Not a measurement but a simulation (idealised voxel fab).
This is a process module. Its name is voxel released beams.
The width of the displayed cross-section, cut, is 165 nm; its cells are square, with a size of 5 nm.
This document writes a cross-section as a grid whose cells are square, and gives it as bands, listed from the top down; one or more rows of cells form a band.
Band: top height; bottom height; in nm. Then, left to right: material with width in nm, for each material. "edge to edge": a single material spanning edge to edge. "empty": empty space.
Convention: height 0 is the level below which the wafer, as received, is all one material. The lowest band does not terminate at the bottom but continues downward, represented as "0 down".
Top row gets the first number, bottom row gets the second, and each row in between changes by the same step: that is how a band width like "30..40" works.
"no modification" means the step left every cell of the cross-section as it was.
Reported under the label "Closed void inventory" are the empty spaces having no open way to the top and comprising 8 cells or more; the notation for each is width x height at distance, in which the distance is measured from the left edge and all three values are in nm.
What comes after the settings on a step's line is commentary from the simulator itself on that step.
overlay nm: for a step with a mask, the amount by which the mask lay right of where it was planned; a negative amount means left of it.

**Set out below are the planned steps of the process**
1: RECEIVE: material Si
2: CONFORMAL_DEP: material Al2O3, thk nm 10
3: DIRECTIONAL_DEP: material SiO2, thk nm 15
4: PATTERN: tone open, mask id ANCHOR, material resist, width nm 30, thk nm 15, overlay nm 0
5: DIRECTIONAL_ETCH: etch materials SiO2, depth nm 15
6: STRIP: etch materials resist
7: CONFORMAL_DEP: material W, thk nm 10
8: PATTERN: tone cover, mask id BEAM, material resist, width nm 110, thk nm 20, overlay nm 0
9: DIRECTIONAL_ETCH: etch materials W, depth nm 10
10: STRIP: etch materials resist
11: STRIP: etch materials SiO2

**Cross-section, incoming material, after step 1**
- 0 down  Si edge to edge
- Closed void inventory: none

**Cross-section at module end, one run error; start and plan unchanged from above**
- 35 to 25  20 nm empty | 20 nm W | 10 nm empty | 90 nm W | 25 nm empty
- 25 to 20  30 nm empty | 10 nm W | 10 nm empty | 10 nm W | 105 nm empty
- 20 to 10  30 nm empty | 30 nm W | 105 nm empty
- 10 to 0  Al2O3 edge to edge
- 0 down  Si edge to edge
- Closed void inventory: none
Short version of what went wrong: contrary to plan, step 8 was performed as PATTERN: tone cover, mask id BEAM, material resist, width nm 120, thk nm 20, overlay nm 0
